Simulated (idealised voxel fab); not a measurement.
The document below concerns the process module designated voxel self aligned vias.
Displayed cross-section: cut, width of 285 nm, square cells sized 5 nm.
Cross-section = grid of square cells, listed top down in bands; band = one or more rows. Each band's line starts with the height of the band's top and of its bottom, in nm. Then come its materials from left to right, each with its width in nm. One material with "throughout" fills the band from edge to edge. "blank" is empty space. Basically, 0 is our baseline, since under it the wafer straight out of the box is all one material. The bottom band has no lower end and keeps on going down, so it looks like "0..down". Width: "30->40" (first number = top row, second number = bottom row, same change from row to row of cells). "stayed the same" after a step means that no cell of the cross-section changed. Empty spaces counting at least 8 cells and having no open way to the top are listed in "Fully closed voids". The notation width x height at distance is used for each, the distance being from the left edge and all three values in nm. Note: text after step settings on the step line = simulator remark on that step. What "overlay nm" on a step's line means: if the step has a mask, that mask lay this far to the right of its planned place, or, when the value is negative, to the left.
Steps planned for the process
1,RECEIVE,material Si
2,CONFORMAL_DEP,material SiO2,thk nm 10
3,CONFORMAL_DEP,material SiCN,thk nm 5
4,DIRECTIONAL_DEP,material SiO2,thk nm 25
5,DIRECTIONAL_DEP,material aC,thk nm 10
6,PATTERN,tone open,mask id LINES,material resist,width nm 30,pitch nm 75,thk nm 30,overlay nm 0
7,DIRECTIONAL_ETCH,etch materials aC,depth nm 10
8,STRIP,etch materials resist
9,DIRECTIONAL_ETCH,etch materials SiO2,depth nm 25
10,STRIP,etch materials aC
11,CONFORMAL_DEP,material TiN,thk nm 5
12,FILL_DEP,material Ru,thk nm 10
13,CMP,height nm 40
14,SELECTIVE_ETCH,etch materials W Ru TiN,depth nm 10
15,FILL_DEP,material SiN,thk nm 10
16,CMP,height nm 40
17,DIRECTIONAL_DEP,material SiO2,thk nm 15
18,PATTERN,tone open,mask id VIAS,material resist,width nm 50,thk nm 15,overlay nm 0
19,DIRECTIONAL_ETCH,etch materials SiO2,depth nm 15
20,DIRECTIONAL_ETCH,etch materials SiN,depth nm 10
21,STRIP,etch materials resist
22,CONFORMAL_DEP,material TiN,thk nm 5
23,FILL_DEP,material Ru,thk nm 10
24,CMP,height nm 55
25,CONFORMAL_DEP,material SiCN,thk nm 5
first wafer, as planned
Received-state cross-section, reflecting completion of step 1
* 0..down  Si throughout
* Fully closed voids: none
Cross-section of the wafer after step 2
* 10..0  SiO2 throughout
* Nothing below the height 0 has changed.
Cross-section of the wafer after step 3
* 15..10  SiCN throughout
* Nothing below the height 10 has changed.
Cross-section of the wafer after step 4
* 40..15  SiO2 throughout
* Nothing below the height 15 has changed.
Cross-section of the wafer after step 5
* 50..40  aC throughout
* Nothing below the height 40 has changed.
Cross-section of the wafer after step 6
* 80..50  90 nm resist / 30 nm blank / 45 nm resist / 30 nm blank / 90 nm resist
* Nothing below the height 50 has changed.
Cross-section of the wafer after step 7
* 70..50  90 nm resist / 30 nm blank / 45 nm resist / 30 nm blank / 90 nm resist
* 50..40  90 nm aC / 30 nm blank / 45 nm aC / 30 nm blank / 90 nm aC
* Nothing below the height 40 has changed.
Cross-section of the wafer after step 8
* 50..40  90 nm aC / 30 nm blank / 45 nm aC / 30 nm blank / 90 nm aC
* Nothing below the height 40 has changed.
Cross-section of the wafer after step 9
* 50..40  90 nm aC / 30 nm blank / 45 nm aC / 30 nm blank / 90 nm aC
* 40..15  90 nm SiO2 / 30 nm blank / 45 nm SiO2 / 30 nm blank / 90 nm SiO2
* Nothing below the height 15 has changed.
Cross-section of the wafer after step 10
* 40..15  90 nm SiO2 / 30 nm blank / 45 nm SiO2 / 30 nm blank / 90 nm SiO2
* Nothing below the height 15 has changed.
Cross-section of the wafer after step 11
* 45..40  95 nm TiN / 20 nm blank / 55 nm TiN / 20 nm blank / 95 nm TiN
* 40..20  90 nm SiO2 / 5 nm TiN / 20 nm blank / 5 nm TiN / 45 nm SiO2 / 5 nm TiN / 20 nm blank / 5 nm TiN / 90 nm SiO2
* 20..15  90 nm SiO2 / 30 nm TiN / 45 nm SiO2 / 30 nm TiN / 90 nm SiO2
* Nothing below the height 15 has changed.
Cross-section of the wafer after step 12
* 55..45  Ru throughout
* 45..40  95 nm TiN / 20 nm Ru / 55 nm TiN / 20 nm Ru / 95 nm TiN
* 40..20  90 nm SiO2 / 5 nm TiN / 20 nm Ru / 5 nm TiN / 45 nm SiO2 / 5 nm TiN / 20 nm Ru / 5 nm TiN / 90 nm SiO2
* Nothing below the height 20 has changed.
Cross-section of the wafer after step 13
* 40..20  90 nm SiO2 / 5 nm TiN / 20 nm Ru / 5 nm TiN / 45 nm SiO2 / 5 nm TiN / 20 nm Ru / 5 nm TiN / 90 nm SiO2
* Nothing below the height 20 has changed.
Cross-section of the wafer after step 14
* 40..30  90 nm SiO2 / 30 nm blank / 45 nm SiO2 / 30 nm blank / 90 nm SiO2
* Nothing below the height 30 has changed.
Cross-section of the wafer after step 15
* 50..40  SiN throughout
* 40..30  90 nm SiO2 / 30 nm SiN / 45 nm SiO2 / 30 nm SiN / 90 nm SiO2
* Nothing below the height 30 has changed.
Cross-section of the wafer after step 16
* 40..30  90 nm SiO2 / 30 nm SiN / 45 nm SiO2 / 30 nm SiN / 90 nm SiO2
* Nothing below the height 30 has changed.
Cross-section of the wafer after step 17
* 55..40  SiO2 throughout
* Nothing below the height 40 has changed.
Cross-section of the wafer after step 18
* 70..55  80 nm resist / 50 nm blank / 155 nm resist
* Nothing below the height 55 has changed.
Cross-section of the wafer after step 19
* 70..55  80 nm resist / 50 nm blank / 155 nm resist
* 55..40  80 nm SiO2 / 50 nm blank / 155 nm SiO2
* Nothing below the height 40 has changed.
Cross-section of the wafer after step 20
* 70..55  80 nm resist / 50 nm blank / 155 nm resist
* 55..40  80 nm SiO2 / 50 nm blank / 155 nm SiO2
* 40..30  90 nm SiO2 / 30 nm blank / 45 nm SiO2 / 30 nm SiN / 90 nm SiO2
* Nothing below the height 30 has changed.
Cross-section of the wafer after step 21
* 55..40  80 nm SiO2 / 50 nm blank / 155 nm SiO2
* Nothing below the height 40 has changed.
Cross-section of the wafer after step 22
* 60..55  85 nm TiN / 40 nm blank / 160 nm TiN
* 55..45  80 nm SiO2 / 5 nm TiN / 40 nm blank / 5 nm TiN / 155 nm SiO2
* 45..40  80 nm SiO2 / 15 nm TiN / 20 nm blank / 15 nm TiN / 155 nm SiO2
* 40..35  90 nm SiO2 / 5 nm TiN / 20 nm blank / 5 nm TiN / 45 nm SiO2 / 30 nm SiN / 90 nm SiO2
* 35..30  90 nm SiO2 / 30 nm TiN / 45 nm SiO2 / 30 nm SiN / 90 nm SiO2
* Nothing below the height 30 has changed.
Cross-section of the wafer after step 23
* 70..60  Ru throughout
* 60..55  85 nm TiN / 40 nm Ru / 160 nm TiN
* 55..45  80 nm SiO2 / 5 nm TiN / 40 nm Ru / 5 nm TiN / 155 nm SiO2
* 45..40  80 nm SiO2 / 15 nm TiN / 20 nm Ru / 15 nm TiN / 155 nm SiO2
* 40..35  90 nm SiO2 / 5 nm TiN / 20 nm Ru / 5 nm TiN / 45 nm SiO2 / 30 nm SiN / 90 nm SiO2
* Nothing below the height 35 has changed.
Cross-section of the wafer after step 24
* 55..45  80 nm SiO2 / 5 nm TiN / 40 nm Ru / 5 nm TiN / 155 nm SiO2
* Nothing below the height 45 has changed.
Cross-section of the wafer after step 25
* 60..55  SiCN throughout
* Nothing below the height 55 has changed.
Second Wafer (Identical Start and Plan, One Processing Error; Matches First Wafer Through Step 1)
What the second wafer looks like in cross-section when step 2 should have wrapped up
* 10..0  W throughout
* Nothing below the height 0 has changed.
What the second wafer looks like in cross-section when step 3 should have wrapped up
* 15..10  SiCN throughout
* Nothing below the height 10 has changed.
What the second wafer looks like in cross-section when step 4 should have wrapped up
* 40..15  SiO2 throughout
* Nothing below the height 15 has changed.
What the second wafer looks like in cross-section when step 5 should have wrapped up
* 50..40  aC throughout
* Nothing below the height 40 has changed.
What the second wafer looks like in cross-section when step 6 should have wrapped up
* 80..50  90 nm resist / 30 nm blank / 45 nm resist / 30 nm blank / 90 nm resist
* Nothing below the height 50 has changed.
What the second wafer looks like in cross-section when step 7 should have wrapped up
* 70..50  90 nm resist / 30 nm blank / 45 nm resist / 30 nm blank / 90 nm resist
* 50..40  90 nm aC / 30 nm blank / 45 nm aC / 30 nm blank / 90 nm aC
* Nothing below the height 40 has changed.
What the second wafer looks like in cross-section when step 8 should have wrapped up
* 50..40  90 nm aC / 30 nm blank / 45 nm aC / 30 nm blank / 90 nm aC
* Nothing below the height 40 has changed.
What the second wafer looks like in cross-section when step 9 should have wrapped up
* 50..40  90 nm aC / 30 nm blank / 45 nm aC / 30 nm blank / 90 nm aC
* 40..15  90 nm SiO2 / 30 nm blank / 45 nm SiO2 / 30 nm blank / 90 nm SiO2
* Nothing below the height 15 has changed.
What the second wafer looks like in cross-section when step 10 should have wrapped up
* 40..15  90 nm SiO2 / 30 nm blank / 45 nm SiO2 / 30 nm blank / 90 nm SiO2
* Nothing below the height 15 has changed.
What the second wafer looks like in cross-section when step 11 should have wrapped up
* 45..40  95 nm TiN / 20 nm blank / 55 nm TiN / 20 nm blank / 95 nm TiN
* 40..20  90 nm SiO2 / 5 nm TiN / 20 nm blank / 5 nm TiN / 45 nm SiO2 / 5 nm TiN / 20 nm blank / 5 nm TiN / 90 nm SiO2
* 20..15  90 nm SiO2 / 30 nm TiN / 45 nm SiO2 / 30 nm TiN / 90 nm SiO2
* Nothing below the height 15 has changed.
What the second wafer looks like in cross-section when step 12 should have wrapped up
* 55..45  Ru throughout
* 45..40  95 nm TiN / 20 nm Ru / 55 nm TiN / 20 nm Ru / 95 nm TiN
* 40..20  90 nm SiO2 / 5 nm TiN / 20 nm Ru / 5 nm TiN / 45 nm SiO2 / 5 nm TiN / 20 nm Ru / 5 nm TiN / 90 nm SiO2
* Nothing below the height 20 has changed.
What the second wafer looks like in cross-section when step 13 should have wrapped up
* 40..20  90 nm SiO2 / 5 nm TiN / 20 nm Ru / 5 nm TiN / 45 nm SiO2 / 5 nm TiN / 20 nm Ru / 5 nm TiN / 90 nm SiO2
* Nothing below the height 20 has changed.
What the second wafer looks like in cross-section when step 14 should have wrapped up
* 40..30  90 nm SiO2 / 30 nm blank / 45 nm SiO2 / 30 nm blank / 90 nm SiO2
* Nothing below the height 30 has changed.
What the second wafer looks like in cross-section when step 15 should have wrapped up
* 50..40  SiN throughout
* 40..30  90 nm SiO2 / 30 nm SiN / 45 nm SiO2 / 30 nm SiN / 90 nm SiO2
* Nothing below the height 30 has changed.
What the second wafer looks like in cross-section when step 16 should have wrapped up
* 40..30  90 nm SiO2 / 30 nm SiN / 45 nm SiO2 / 30 nm SiN / 90 nm SiO2
* Nothing below the height 30 has changed.
What the second wafer looks like in cross-section when step 17 should have wrapped up
* 55..40  SiO2 throughout
* Nothing below the height 40 has changed.
What the second wafer looks like in cross-section when step 18 should have wrapped up
* 70..55  80 nm resist / 50 nm blank / 155 nm resist
* Nothing below the height 55 has changed.
What the second wafer looks like in cross-section when step 19 should have wrapped up
* 70..55  80 nm resist / 50 nm blank / 155 nm resist
* 55..40  80 nm SiO2 / 50 nm blank / 155 nm SiO2
* Nothing below the height 40 has changed.
What the second wafer looks like in cross-section when step 20 should have wrapped up
* 70..55  80 nm resist / 50 nm blank / 155 nm resist
* 55..40  80 nm SiO2 / 50 nm blank / 155 nm SiO2
* 40..30  90 nm SiO2 / 30 nm blank / 45 nm SiO2 / 30 nm SiN / 90 nm SiO2
* Nothing below the height 30 has changed.
What the second wafer looks like in cross-section when step 21 should have wrapped up
* 55..40  80 nm SiO2 / 50 nm blank / 155 nm SiO2
* Nothing below the height 40 has changed.
What the second wafer looks like in cross-section when step 22 should have wrapped up
* 60..55  85 nm TiN / 40 nm blank / 160 nm TiN
* 55..45  80 nm SiO2 / 5 nm TiN / 40 nm blank / 5 nm TiN / 155 nm SiO2
* 45..40  80 nm SiO2 / 15 nm TiN / 20 nm blank / 15 nm TiN / 155 nm SiO2
* 40..35  90 nm SiO2 / 5 nm TiN / 20 nm blank / 5 nm TiN / 45 nm SiO2 / 30 nm SiN / 90 nm SiO2
* 35..30  90 nm SiO2 / 30 nm TiN / 45 nm SiO2 / 30 nm SiN / 90 nm SiO2
* Nothing below the height 30 has changed.
What the second wafer looks like in cross-section when step 23 should have wrapped up
* 70..60  Ru throughout
* 60..55  85 nm TiN / 40 nm Ru / 160 nm TiN
* 55..45  80 nm SiO2 / 5 nm TiN / 40 nm Ru / 5 nm TiN / 155 nm SiO2
* 45..40  80 nm SiO2 / 15 nm TiN / 20 nm Ru / 15 nm TiN / 155 nm SiO2
* 40..35  90 nm SiO2 / 5 nm TiN / 20 nm Ru / 5 nm TiN / 45 nm SiO2 / 30 nm SiN / 90 nm SiO2
* Nothing below the height 35 has changed.
What the second wafer looks like in cross-section when step 24 should have wrapped up
* 55..45  80 nm SiO2 / 5 nm TiN / 40 nm Ru / 5 nm TiN / 155 nm SiO2
* Nothing below the height 45 has changed.
What the second wafer looks like in cross-section when step 25 should have wrapped up
* 60..55  SiCN throughout
* Nothing below the height 55 has changed.
Diagnosis: step 2 deviated from plan and actually ran as CONFORMAL_DEP,material W,thk nm 10
Bottom line after processing is that, in cells, the second wafer is up or down on some materials versus the first: SiO2: 114 fewer, W: 114 more
